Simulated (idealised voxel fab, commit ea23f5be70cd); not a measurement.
Presented below is a process module, voxel transistor to metal.
Pictured: cross-section cut, 185 nm wide, on a grid of 5 nm square cells.
When this document writes out a cross-section, it uses a grid of square cells and lists it as bands, beginning at the top and moving down, with a band standing for one or more rows of cells. It is stipulated that each band's entry specify, in nanometres, the height of the top of the band and then that of its bottom, followed by the materials of the band in left-to-right sequence, each together with its width in nanometres. A single material marked by the word "edge to edge" is understood to fill the band from edge to edge; the word "air" is understood to denote empty space. Heads up on the height convention: 0 is the point under which the incoming wafer is all one material, and the lowest band has no bottom, it just keeps going down, like "0 down". Note: "30->40" means the width goes from the first number (top row of the band) to the second number (bottom row) in equal steps per row of cells. Reading "no alterations made" for a step: not a cell of the cross-section changed in it. Closed empty spaces (no open way to the top) of 8 cells or more are what "Cavities, closed" lists, each as width x height at distance from the left edge, nm for all three. Text after the settings on a step's line: the simulator's own remark on that step. overlay nm: for a step with a mask, the amount by which the mask lay right of where it was planned; a negative amount means left of it.

Process steps (planned)
1: RECEIVE [material Si]
2: OXIDIZE [depth nm 5]
3: CONFORMAL_DEP [material SiN] [thk nm 10]
4: MASKED_ETCH [tone cover] [mask id ACTIVE] [width nm 115] [etch materials SiN] [depth nm 10] [overlay nm 0]
5: MASKED_ETCH [tone cover] [mask id ACTIVE] [width nm 115] [etch materials SiO2] [depth nm 5] [overlay nm 0]
6: MASKED_ETCH [tone cover] [mask id ACTIVE] [width nm 115] [etch materials Si] [depth nm 20] [overlay nm 0]
7: OXIDIZE [depth nm 5]
8: FILL_DEP [material SiO2] [thk nm 10]
9: CMP [height nm 10]
10: SELECTIVE_ETCH [etch materials SiO2] [depth nm 10]
11: STRIP [etch materials SiN]
12: SELECTIVE_ETCH [etch materials SiO2] [depth nm 5]
13: OXIDIZE [depth nm 5]
14: DIRECTIONAL_DEP [material polySi] [thk nm 25]
15: DIRECTIONAL_DEP [material SiCN] [thk nm 15]
16: PATTERN [tone cover] [mask id GATE] [material resist] [width nm 35] [thk nm 20] [overlay nm 0]
17: DIRECTIONAL_ETCH [etch materials SiCN] [depth nm 25]
18: DIRECTIONAL_ETCH [etch materials polySi] [depth nm 35]
19: STRIP [etch materials resist]
20: CONFORMAL_DEP [material SiN] [thk nm 10]
21: DIRECTIONAL_ETCH [etch materials SiN] [depth nm 10]
22: DIRECTIONAL_ETCH [etch materials SiO2] [depth nm 5]
23: DIRECTIONAL_ETCH [etch materials Si] [depth nm 15]
24: EPI [material SiGe] [thk nm 20]
25: FILL_DEP [material SiO2] [thk nm 5]
26: CMP [height nm 20]
27: STRIP [etch materials polySi]
28: SELECTIVE_ETCH [etch materials SiO2] [depth nm 5]
29: CONFORMAL_DEP [material HfO2] [thk nm 5]
30: CONFORMAL_DEP [material TiN] [thk nm 5]
31: FILL_DEP [material W] [thk nm 10]
32: CMP [height nm 15]
33: DIRECTIONAL_DEP [material SiO2] [thk nm 10]
34: PATTERN [tone open] [mask id CONTACT] [material resist] [width nm 20] [pitch nm 85] [thk nm 20] [overlay nm 0]
35: DIRECTIONAL_ETCH [etch materials SiO2] [depth nm 30]
36: STRIP [etch materials resist]
37: CONFORMAL_DEP [material TiN] [thk nm 5]
38: FILL_DEP [material W] [thk nm 10]
39: CMP [height nm 25]
40: DIRECTIONAL_DEP [material TiN] [thk nm 5]
41: DIRECTIONAL_DEP [material Ru] [thk nm 15]
42: PATTERN [tone cover] [mask id METAL_1] [material resist] [width nm 20] [pitch nm 85] [thk nm 15] [overlay nm 0]
43: DIRECTIONAL_ETCH [etch materials Ru] [depth nm 15]
44: DIRECTIONAL_ETCH [etch materials TiN] [depth nm 5]
45: STRIP [etch materials resist]
46: CONFORMAL_DEP [material SiCN] [thk nm 5]
47: FILL_DEP [material lowk] [thk nm 5]
48: CMP [height nm 45]
49: CONFORMAL_DEP [material SiCN] [thk nm 5]
50: DIRECTIONAL_DEP [material lowk] [thk nm 35]
51: MASKED_ETCH [tone open] [mask id METAL_2_HOLES] [width nm 15] [pitch nm 85] [etch materials lowk] [depth nm 35] [overlay nm 0]
52: PATTERN [tone open] [mask id METAL_2] [material resist] [width nm 20] [pitch nm 85] [thk nm 15] [overlay nm 0]
53: DIRECTIONAL_ETCH [etch materials lowk] [depth nm 20]
54: DIRECTIONAL_ETCH [etch materials SiCN] [depth nm 5]
55: STRIP [etch materials resist]
56: CONFORMAL_DEP [material TiN] [thk nm 5]
57: FILL_DEP [material Cu] [thk nm 5]
58: CMP [height nm 85]
59: CONFORMAL_DEP [material SiCN] [thk nm 5]
Split variable: width nm, step 51. Plan value = first wafer. Wafers start alike.

Cross-sectional view of the first of several wafers in the as-received condition, corresponding to the state following step 1
> 0 down: Si edge to edge
> Cavities, closed: none

At the end of the module, after its last step, step 59, the first of several wafers appears in cross-section as follows
> 90 to 85: SiCN edge to edge
> 85 to 70: lowk 40  TiN 5  Cu 10  TiN 5  lowk 65  TiN 5  Cu 10  TiN 5  lowk 40
> 70 to 65: lowk 40  TiN 5  Cu 5  TiN 10  lowk 65  TiN 5  Cu 5  TiN 10  lowk 40
> 65 to 50: lowk 40  TiN 5  Cu 5  TiN 5  lowk 70  TiN 5  Cu 5  TiN 5  lowk 45
> 50 to 45: SiCN 40  TiN 15  SiCN 70  TiN 15  SiCN 45
> 45 to 30: lowk 35  SiCN 5  Ru 20  SiCN 5  lowk 55  SiCN 5  Ru 20  SiCN 5  lowk 35
> 30 to 25: SiCN 40  TiN 20  SiCN 65  TiN 20  SiCN 40
> 25 to 15: SiO2 40  TiN 5  W 10  TiN 5  SiO2 65  TiN 5  W 10  TiN 5  SiO2 40
> 15 to 10: SiO2 40  TiN 20  SiO2 5  SiN 10  HfO2 5  TiN 5  W 15  TiN 5  HfO2 5  SiN 10  SiO2 5  TiN 20  SiO2 40
> 10 to 0: SiO2 40  TiN 5  SiGe 20  SiN 10  HfO2 5  TiN 5  W 15  TiN 5  HfO2 5  SiN 10  SiGe 20  TiN 5  SiO2 40
> 0 to -5: SiO2 40  TiN 5  SiGe 20  SiN 10  HfO2 5  TiN 25  HfO2 5  SiN 10  SiGe 20  TiN 5  SiO2 40
> -5 to -10: SiO2 35  SiGe 30  SiO2 5  HfO2 45  SiO2 5  SiGe 30  SiO2 35
> -10 to -25: SiO2 40  SiGe 25  Si 55  SiGe 25  SiO2 40
> -25 to -30: SiO2 40  Si 105  SiO2 40
> -30 down: Si edge to edge
> Cavities, closed: none

X-section, last wafer, module end
> 90 to 85: SiCN edge to edge
> 85 to 55: lowk 35  TiN 5  Cu 20  TiN 5  lowk 55  TiN 5  Cu 20  TiN 5  lowk 35
> 55 to 50: lowk 35  TiN 10  Cu 10  TiN 10  lowk 55  TiN 10  Cu 10  TiN 10  lowk 35
> 50 to 45: SiCN 40  TiN 20  SiCN 65  TiN 20  SiCN 40
> 45 to 30: lowk 35  SiCN 5  Ru 20  SiCN 5  lowk 55  SiCN 5  Ru 20  SiCN 5  lowk 35
> 30 to 25: SiCN 40  TiN 20  SiCN 65  TiN 20  SiCN 40
> 25 to 15: SiO2 40  TiN 5  W 10  TiN 5  SiO2 65  TiN 5  W 10  TiN 5  SiO2 40
> 15 to 10: SiO2 40  TiN 20  SiO2 5  SiN 10  HfO2 5  TiN 5  W 15  TiN 5  HfO2 5  SiN 10  SiO2 5  TiN 20  SiO2 40
> 10 to 0: SiO2 40  TiN 5  SiGe 20  SiN 10  HfO2 5  TiN 5  W 15  TiN 5  HfO2 5  SiN 10  SiGe 20  TiN 5  SiO2 40
> 0 to -5: SiO2 40  TiN 5  SiGe 20  SiN 10  HfO2 5  TiN 25  HfO2 5  SiN 10  SiGe 20  TiN 5  SiO2 40
> -5 to -10: SiO2 35  SiGe 30  SiO2 5  HfO2 45  SiO2 5  SiGe 30  SiO2 35
> -10 to -25: SiO2 40  SiGe 25  Si 55  SiGe 25  SiO2 40
> -25 to -30: SiO2 40  Si 105  SiO2 40
> -30 down: Si edge to edge
> Cavities, closed: none

The table below has one row for each wafer; a row shows, as of the end of the module, how many cells of each material the wafer has gained, marked (+), or lost, marked (-), since it was received, and then the wafer's closed voids
width nm 15, +20 Cu, +17 HfO2, +24 Ru, -168 Si, +109 SiCN, +66 SiGe, +16 SiN, +204 SiO2, +77 TiN, +17 W, +284 lowk, Cavities, closed: none
width nm 20, +28 Cu, +17 HfO2, +24 Ru, -168 Si, +107 SiCN, +66 SiGe, +16 SiN, +204 SiO2, +77 TiN, +17 W, +278 lowk, Cavities, closed: none
width nm 25, +40 Cu, +17 HfO2, +24 Ru, -168 Si, +107 SiCN, +66 SiGe, +16 SiN, +204 SiO2, +79 TiN, +17 W, +264 lowk, Cavities, closed: none
width nm 30, +52 Cu, +17 HfO2, +24 Ru, -168 Si, +107 SiCN, +66 SiGe, +16 SiN, +204 SiO2, +81 TiN, +17 W, +250 lowk, Cavities, closed: none
